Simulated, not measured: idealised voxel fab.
Title: Process Module voxel self aligned contacts
For reference, the cross-section in this document is cut, with width 165 nm and square cells of 5 nm.
Think of the cross-section as a grid of square cells. We describe it in bands, top to bottom, and each band covers one or more rows of those cells. A band entry consists of two parts. The first gives the height of the band's top and the height of its bottom, in nm. The rest lists the band's materials from left to right, each with its width in nm. A single material labelled with the word "full width" fills the band from edge to edge, and the word "empty" marks empty space. The reference from which all heights are counted is 0, the level beneath which the as-received wafer is entirely one material; the lowest band, having no lower bound, proceeds downward and is written after the example "z 0 and below". So if you see something like "30->40" for the width, read it as the top row of the band sitting at the first number and the bottom row at the second, with every row in between moving by the same amount as the last. Reading "changes: none" for a step: not a cell of the cross-section changed in it. Entry "Closed empty spaces" = empty spaces >= 8 cells with no open way to the top; each as width x height at distance, distance from left edge, all nm. If you see something after the settings on a step's line, that's the simulator's own remark about that step. You can add "overlay nm" to a step's line. For a step with a mask, it describes how far the mask lay to the right of its planned position, and a negative number describes a lay to the left.
## Listed below are the process steps as planned
1. op RECEIVE | material Si
2. op OXIDIZE | depth nm 5
3. op DIRECTIONAL_DEP | material polySi | thk nm 30
4. op DIRECTIONAL_DEP | material SiN | thk nm 20
5. op DIRECTIONAL_DEP | material aC | thk nm 15
6. op PATTERN | tone cover | mask id GATE | material resist | width nm 35 | pitch nm 70 | thk nm 30 | overlay nm 0
7. op DIRECTIONAL_ETCH | etch materials aC | depth nm 15
8. op STRIP | etch materials resist
9. op DIRECTIONAL_ETCH | etch materials SiN | depth nm 20
10. op DIRECTIONAL_ETCH | etch materials polySi | depth nm 20
11. op STRIP | etch materials aC
12. op CONFORMAL_DEP | material SiN | thk nm 10
13. op DIRECTIONAL_ETCH | etch materials SiN | depth nm 10
14. op FILL_DEP | material SiO2 | thk nm 15
15. op CMP | height nm 60
16. op DIRECTIONAL_DEP | material aC | thk nm 15
17. op PATTERN | tone open | mask id CONTACT | material resist | width nm 45 | thk nm 30 | overlay nm 0
18. op DIRECTIONAL_ETCH | etch materials aC | depth nm 15
19. op STRIP | etch materials resist
20. op DIRECTIONAL_ETCH | etch materials SiO2 | depth nm 65
21. op STRIP | etch materials aC
22. op CONFORMAL_DEP | material TiN | thk nm 5
23. op FILL_DEP | material Ru | thk nm 10
24. op CMP | height nm 60
25. op CONFORMAL_DEP | material SiCN | thk nm 5
Split variable: depth nm, step 10. Plan value = first wafer. Wafers start alike.
## So this is the first of several wafers, cross-sectioned as it came to us, meaning it's at the end of step 1
> z 0 and below: Si full width
> Closed empty spaces: none
## Per wafer (row), end of module: delta in cells per material since receipt, (+) for gained, (-) for lost; closed voids after that
depth nm 20, +15 Ru, -33 Si, +33 SiCN, +120 SiN, +145 SiO2, +27 TiN, +122 polySi, Closed empty spaces: none
depth nm 25, +16 Ru, -33 Si, +33 SiCN, +128 SiN, +153 SiO2, +29 TiN, +103 polySi, Closed empty spaces: none
depth nm 30, +18 Ru, -33 Si, +33 SiCN, +136 SiN, +158 SiO2, +33 TiN, +84 polySi, Closed empty spaces: none
depth nm 35, +18 Ru, -33 Si, +33 SiCN, +136 SiN, +158 SiO2, +33 TiN, +84 polySi, Closed empty spaces: none
depth nm 40, +18 Ru, -33 Si, +33 SiCN, +136 SiN, +158 SiO2, +33 TiN, +84 polySi, Closed empty spaces: none
depth nm 45, +18 Ru, -33 Si, +33 SiCN, +136 SiN, +158 SiO2, +33 TiN, +84 polySi, Closed empty spaces: none
